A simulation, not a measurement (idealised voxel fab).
The following is a process module called voxel local oxidation.
The figure presents cross-section cut, which has a width of 250 nm and is divided into square cells with an edge length of 5 nm.
Cross-section layout: square cells on a grid; listed as bands, top to bottom; a band spans one or more cell rows. Quick guide to a band line: top height, bottom height (nm) up front; then every material left to right with its width in nm. Only one material and it's marked "full width"? Then it fills the band edge to edge. And "blank" just means empty space. Heights are reckoned from 0. Under this level, the received wafer is all of one material. The bottommost band is open-ended downward, for example "0..down". Graded width ("30 to 40"): value in top row of band = first number; value in bottom row = second number; row-to-row change constant. "nothing got changed" means the step left every cell of the cross-section as it was. Under "Listed closed voids" you'll find the enclosed gaps, the ones with no way out to the top, that are 8 cells or bigger; each reads width x height at distance, with distance counted from the left edge, everything in nm. That trailing text on a step's line, after the settings, is the simulator's own remark on the step. The optional step-line setting "overlay nm" applies to steps with a mask and quantifies how far to the right of its planned location the mask lay, a negative value indicating leftward placement.
plan
1: RECEIVE with material Si
2: OXIDIZE with depth nm 5
3: CONFORMAL_DEP with material SiN, thk nm 10
4: PATTERN with tone cover, mask id ACTIVE, material resist, width nm 120, thk nm 15, overlay nm 0
5: DIRECTIONAL_ETCH with etch materials SiN, depth nm 10
6: STRIP with etch materials resist
7: SELECTIVE_ETCH with etch materials SiO2, depth nm 5
8: OXIDIZE with depth nm 15
9: STRIP with etch materials SiN
On the first of the two wafers: run conducted according to plan
Cross-sectional view of the wafer in its as-received condition, corresponding to the state after step 1
* 0..down = Si full width
* Listed closed voids: none
Step 2 complete: cross-section through the wafer
* 0..-5 = SiO2 full width
* No changes below -5.
Step 3 complete: cross-section through the wafer
* 10..0 = SiN full width
* No changes below 0.
Step 4 complete: cross-section through the wafer
* 25..10 = 65 nm blank, then 120 nm resist, then 65 nm blank
* No changes below 10.
Step 5 complete: cross-section through the wafer
* 25..10 = 65 nm blank, then 120 nm resist, then 65 nm blank
* 10..0 = 65 nm blank, then 120 nm SiN, then 65 nm blank
* No changes below 0.
Step 6 complete: cross-section through the wafer
* 10..0 = 65 nm blank, then 120 nm SiN, then 65 nm blank
* No changes below 0.
Step 7 complete: cross-section through the wafer
* 10..0 = 65 nm blank, then 120 nm SiN, then 65 nm blank
* 0..-5 = 70 nm blank, then 110 nm SiO2, then 70 nm blank
* No changes below -5.
Step 8 complete: cross-section through the wafer
* 10..0 = 65 nm blank, then 120 nm SiN, then 65 nm blank
* 0..-5 = 70 nm blank, then 110 nm SiO2, then 70 nm blank
* -5..-20 = 85 nm SiO2, then 80 nm Si, then 85 nm SiO2
* No changes below -20.
Step 9 complete: cross-section through the wafer
* 0..-5 = 70 nm blank, then 110 nm SiO2, then 70 nm blank
* No changes below -5.
Okay, second wafer. Nothing different at the start, nothing different in the plan, just one mistake somewhere in the running. As far as step 3, counting that step, it's the first wafer all over again
Look at the second wafer in cross-section at the time step 4 ought to have finished
* 25..10 = 70 nm blank, then 115 nm resist, then 65 nm blank
* No changes below 10.
Look at the second wafer in cross-section at the time step 5 ought to have finished
* 25..10 = 70 nm blank, then 115 nm resist, then 65 nm blank
* 10..0 = 70 nm blank, then 115 nm SiN, then 65 nm blank
* No changes below 0.
Look at the second wafer in cross-section at the time step 6 ought to have finished
* 10..0 = 70 nm blank, then 115 nm SiN, then 65 nm blank
* No changes below 0.
Look at the second wafer in cross-section at the time step 7 ought to have finished
* 10..0 = 70 nm blank, then 115 nm SiN, then 65 nm blank
* 0..-5 = 75 nm blank, then 105 nm SiO2, then 70 nm blank
* No changes below -5.
Look at the second wafer in cross-section at the time step 8 ought to have finished
* 10..0 = 70 nm blank, then 115 nm SiN, then 65 nm blank
* 0..-5 = 75 nm blank, then 105 nm SiO2, then 70 nm blank
* -5..-20 = 90 nm SiO2, then 75 nm Si, then 85 nm SiO2
* No changes below -20.
Look at the second wafer in cross-section at the time step 9 ought to have finished
* 0..-5 = 75 nm blank, then 105 nm SiO2, then 70 nm blank
* No changes below -5.
Short version of what went wrong: step 4 ran as: PATTERN with tone cover, mask id ACTIVE, material resist, width nm 115, thk nm 15, overlay nm 0
Looking at both finished wafers in cells, the second ends up ahead of or behind the first on some materials: Si: 3 fewer; SiO2: 2 more
